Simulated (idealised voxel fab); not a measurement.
Process module heading - voxel tone inversion
cross-section cut | 270 nm wide | cells 5 nm
A cross-section is a grid of square cells, given in bands from the top down. A band is one or more rows of cells. First you get the band's top height and its bottom height, in nm, and then the materials it's made of, left to right, with each width in nm. If you see a single material with "full width", that one covers the band edge to edge. "blank" is empty space. We count height from 0. Below that, the starting wafer is all one material. The lowest band never ends at the bottom but goes on down; see "z 0 and below" for how that is written. Note: "30->40" means the width goes from the first number (top row of the band) to the second number (bottom row) in equal steps per row of cells. It should be understood that the words "remains unaltered", when stated for a given step, signify that the cross-section underwent no change in any of its cells during that step. Heads up: "Cavities, sealed" only lists the empty pockets with no open path to the top that are 8 cells or more, and it writes them as width x height at distance, distance from the left edge, in nm. Post-settings text on a step line: simulator's own remark regarding the step. overlay nm: where the mask lay relative to plan, measured to the right, on steps with a mask; negatives go left.
So here's the lineup of process steps we planned:
1,RECEIVE, material Si
2,CONFORMAL_DEP, material SiCN, thk nm 5
3,DIRECTIONAL_DEP, material aC, thk nm 15
4,PATTERN, tone cover, mask id POSTS, material resist, width nm 25, pitch nm 55, thk nm 20, overlay nm 0
5,DIRECTIONAL_ETCH, etch materials aC, depth nm 15
6,STRIP, etch materials resist
7,FILL_DEP, material lowk, thk nm 5
8,CMP, height nm 20
9,STRIP, etch materials aC
Incoming wafer in cross-section (state: after step 1):
> z 0 and below  Si full width
> Cavities, sealed: none
Here's the wafer cut in cross-section after the module, started and planned just like above, except one thing was done wrong in the run:
> z 20 to 5  SiCN 65, blank 25, SiCN 30, blank 25, SiCN 30, blank 25, SiCN 70
> z 5 to 0  SiCN full width
> z 0 and below  Si full width
> Cavities, sealed: none
Finding, execution versus plan: rather than as planned, step 7 actually ran as FILL_DEP, material SiCN, thk nm 5
